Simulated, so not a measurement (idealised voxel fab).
process module | voxel capacitor over wiring
cross-section cut | 190 nm wide | cells 5 nm
A cross-section is a grid of square cells, given in bands from the top down. A band is one or more rows of cells.
Each band's line starts with the height of the band's top and of its bottom, in nm. Then come its materials from left to right, each with its width in nm. One material with "throughout" fills the band from edge to edge. "air" is empty space.
Height 0 is the level under which the wafer as received is all one material. The lowest band goes on downwards, as in "0 down".
A width such as "30 to 40" changes by the same amount from each row of cells to the next, from the band's top row to its bottom row.
"no change" after a step means that no cell of the cross-section changed.
closed voids: empty space of 8 cells or more with no open way to the top, each as width x height at its distance from the left edge, in nm
after a step's settings: what the simulator itself notes on the step
overlay nm, on a step with a mask: how far to the right of its planned place the mask lay; to the left if negative
plan
1 op RECEIVE | material Si
2 op CONFORMAL_DEP | material SiO2 | thk nm 10
3 op CONFORMAL_DEP | material SiN | thk nm 5
4 op DIRECTIONAL_DEP | material SiO2 | thk nm 15
5 op MASKED_ETCH | tone open | mask id METAL_1 | width nm 30 | pitch nm 80 | etch materials SiO2 | depth nm 15 | overlay nm 0
6 op MASKED_ETCH | tone open | mask id METAL_1 | width nm 30 | pitch nm 80 | etch materials SiN | depth nm 5 | overlay nm -15
7 op CONFORMAL_DEP | material TiN | thk nm 5
8 op FILL_DEP | material Ru | thk nm 10
9 op CMP | height nm 30
10 op EPI | material Ru | thk nm 5
11 op FILL_DEP | material SiCN | thk nm 5
12 op DIRECTIONAL_DEP | material SiO2 | thk nm 10
13 op PATTERN | tone open | mask id PLUG_1 | material resist | width nm 15 | thk nm 15 | overlay nm 0
14 op DIRECTIONAL_ETCH | etch materials SiO2 | depth nm 10
15 op DIRECTIONAL_ETCH | etch materials SiCN | depth nm 5
16 op STRIP | etch materials resist
17 op CONFORMAL_DEP | material TiN | thk nm 5
18 op FILL_DEP | material Cu | thk nm 10
19 op CMP | height nm 50
20 op DIRECTIONAL_DEP | material TiN | thk nm 5
21 op DIRECTIONAL_DEP | material HfO2 | thk nm 5
22 op DIRECTIONAL_DEP | material TiN | thk nm 5
23 op DIRECTIONAL_DEP | material aC | thk nm 10
24 op PATTERN | tone cover | mask id UPPER_PLATE | material resist | width nm 55 | thk nm 25 | overlay nm 0
25 op DIRECTIONAL_ETCH | etch materials aC | depth nm 10
26 op STRIP | etch materials resist
27 op DIRECTIONAL_ETCH | etch materials TiN | depth nm 5
28 op DIRECTIONAL_ETCH | etch materials HfO2 | depth nm 5
29 op STRIP | etch materials aC
30 op PATTERN | tone cover | mask id LOWER_PLATE | material resist | width nm 65 | thk nm 15 | overlay nm 0
31 op DIRECTIONAL_ETCH | etch materials TiN | depth nm 5
32 op STRIP | etch materials resist
33 op FILL_DEP | material SiO2 | thk nm 20
34 op CMP | height nm 80
35 op MASKED_ETCH | tone open | mask id PLUG_2 | width nm 15 | etch materials SiO2 | depth nm 15 | overlay nm 0
36 op CONFORMAL_DEP | material TiN | thk nm 5
37 op FILL_DEP | material W | thk nm 5
38 op CMP | height nm 80
39 op CONFORMAL_DEP | material SiN | thk nm 5
varied across the wafers: overlay nm of step 6. The plan shows the first wafer's value. All wafers start alike
first wafer as received, after step 1
  0 down: Si throughout
  closed voids: none
each wafer at the end: cells of each material gained (+) or lost (-) since it was received, then its closed voids
overlay nm -15 | +2 Cu | +11 HfO2 | +34 Ru | +57 SiCN | +70 SiN | +408 SiO2 | +62 TiN | +2 W | closed voids: none
overlay nm -10 | +2 Cu | +11 HfO2 | +36 Ru | +57 SiCN | +68 SiN | +408 SiO2 | +62 TiN | +2 W | closed voids: none
overlay nm -5 | +2 Cu | +11 HfO2 | +38 Ru | +57 SiCN | +66 SiN | +408 SiO2 | +62 TiN | +2 W | closed voids: none
overlay nm 0 | +2 Cu | +11 HfO2 | +40 Ru | +57 SiCN | +64 SiN | +408 SiO2 | +62 TiN | +2 W | closed voids: none
overlay nm 5 | +2 Cu | +11 HfO2 | +38 Ru | +57 SiCN | +66 SiN | +408 SiO2 | +62 TiN | +2 W | closed voids: none
overlay nm 10 | +2 Cu | +11 HfO2 | +36 Ru | +57 SiCN | +68 SiN | +408 SiO2 | +62 TiN | +2 W | closed voids: none
overlay nm 15 | +2 Cu | +11 HfO2 | +34 Ru | +57 SiCN | +70 SiN | +408 SiO2 | +62 TiN | +2 W | closed voids: none
